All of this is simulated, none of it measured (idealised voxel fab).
Module name: voxel released beams (process module)
195 nm wide, 5 nm square cells: that's cross-section cut.
In this document a cross-section is written as a grid of square cells. It is given as a series of bands, listed from the top down, and a band is one or more rows of cells. Top, bottom (nm), then materials left to right with widths (nm); lone material tagged "full width" fills the whole band edge to edge; "air" = empty space. Heads up on the height convention: 0 is the point under which the incoming wafer is all one material, and the lowest band has no bottom, it just keeps going down, like "0 nm and below". Width: "30->40" (first number = top row, second number = bottom row, same change from row to row of cells). "remains unaltered", as given for a step, is the statement that not any cell of the cross-section underwent a change during that step. "Trapped voids" - sealed voids, min. 8 cells, no opening to top; format: width x height at distance (distance from left edge; nm throughout). Where a step's line continues beyond its settings, the continuation is a remark by the simulator itself on that step. If you see "overlay nm" on a step's line and that step has a mask, it's telling you how far right of where it was planned the mask ended up; a negative number means it went left instead.
Process steps - plan
1. RECEIVE, material Si
2. CONFORMAL_DEP, material Al2O3, thk nm 10
3. DIRECTIONAL_DEP, material SiO2, thk nm 20
4. MASKED_ETCH, tone open, mask id ANCHOR, width nm 35, etch materials SiO2, depth nm 20, overlay nm 0
5. CONFORMAL_DEP, material SiN, thk nm 15
6. PATTERN, tone cover, mask id BEAM, material resist, width nm 100, thk nm 15, overlay nm 0
7. DIRECTIONAL_ETCH, etch materials SiN, depth nm 15
8. STRIP, etch materials resist
9. STRIP, etch materials SiO2
So, the first of our two wafers, run just as we planned it
Cross-section of the wafer at receipt, which is the condition after step 1
0 nm and below | Si full width
Trapped voids: none
The following cross-section depicts the wafer upon completion of step 2
10 nm to 0 nm | Al2O3 full width
All layers under 0 are left as they were.
The following cross-section depicts the wafer upon completion of step 3
30 nm to 10 nm | SiO2 full width
All layers under 10 are left as they were.
The following cross-section depicts the wafer upon completion of step 4
30 nm to 10 nm | SiO2 (50)  air (35)  SiO2 (110)
All layers under 10 are left as they were.
The following cross-section depicts the wafer upon completion of step 5
45 nm to 30 nm | SiN (65)  air (5)  SiN (125)
30 nm to 25 nm | SiO2 (50)  SiN (15)  air (5)  SiN (15)  SiO2 (110)
25 nm to 10 nm | SiO2 (50)  SiN (35)  SiO2 (110)
All layers under 10 are left as they were.
The following cross-section depicts the wafer upon completion of step 6
60 nm to 45 nm | air (45)  resist (100)  air (50)
45 nm to 30 nm | SiN (65)  resist (5)  SiN (125)
30 nm to 25 nm | SiO2 (50)  SiN (15)  resist (5)  SiN (15)  SiO2 (110)
All layers under 25 are left as they were.
The following cross-section depicts the wafer upon completion of step 7
60 nm to 45 nm | air (45)  resist (100)  air (50)
45 nm to 30 nm | air (45)  SiN (20)  resist (5)  SiN (75)  air (50)
All layers under 30 are left as they were.
The following cross-section depicts the wafer upon completion of step 8
45 nm to 30 nm | air (45)  SiN (20)  air (5)  SiN (75)  air (50)
30 nm to 25 nm | SiO2 (50)  SiN (15)  air (5)  SiN (15)  SiO2 (110)
All layers under 25 are left as they were.
The following cross-section depicts the wafer upon completion of step 9
45 nm to 30 nm | air (45)  SiN (20)  air (5)  SiN (75)  air (50)
30 nm to 25 nm | air (50)  SiN (15)  air (5)  SiN (15)  air (110)
25 nm to 10 nm | air (50)  SiN (35)  air (110)
All layers under 10 are left as they were.
Wafer two of two - same starting point, same process plan, one mistake in execution; matches wafer one up to and including step 2
Second wafer, sectioned view, at step 3's planned end time: remains unaltered
Second wafer, sectioned view, at step 4's planned end time: remains unaltered
Second wafer, sectioned view, at step 5's planned end time
25 nm to 10 nm | SiN full width
All layers under 10 are left as they were.
Second wafer, sectioned view, at step 6's planned end time
40 nm to 25 nm | air (45)  resist (100)  air (50)
All layers under 25 are left as they were.
Second wafer, sectioned view, at step 7's planned end time
40 nm to 25 nm | air (45)  resist (100)  air (50)
25 nm to 10 nm | air (45)  SiN (100)  air (50)
All layers under 10 are left as they were.
Second wafer, sectioned view, at step 8's planned end time
25 nm to 10 nm | air (45)  SiN (100)  air (50)
All layers under 10 are left as they were.
Second wafer, sectioned view, at step 9's planned end time: remains unaltered
The mistake made against the process plan was this: heads up, step 3 of the plan was skipped and never actually ran
In the final state, the cell counts of the second wafer exceed or fall short of those of the first for the following materials: -24 SiN
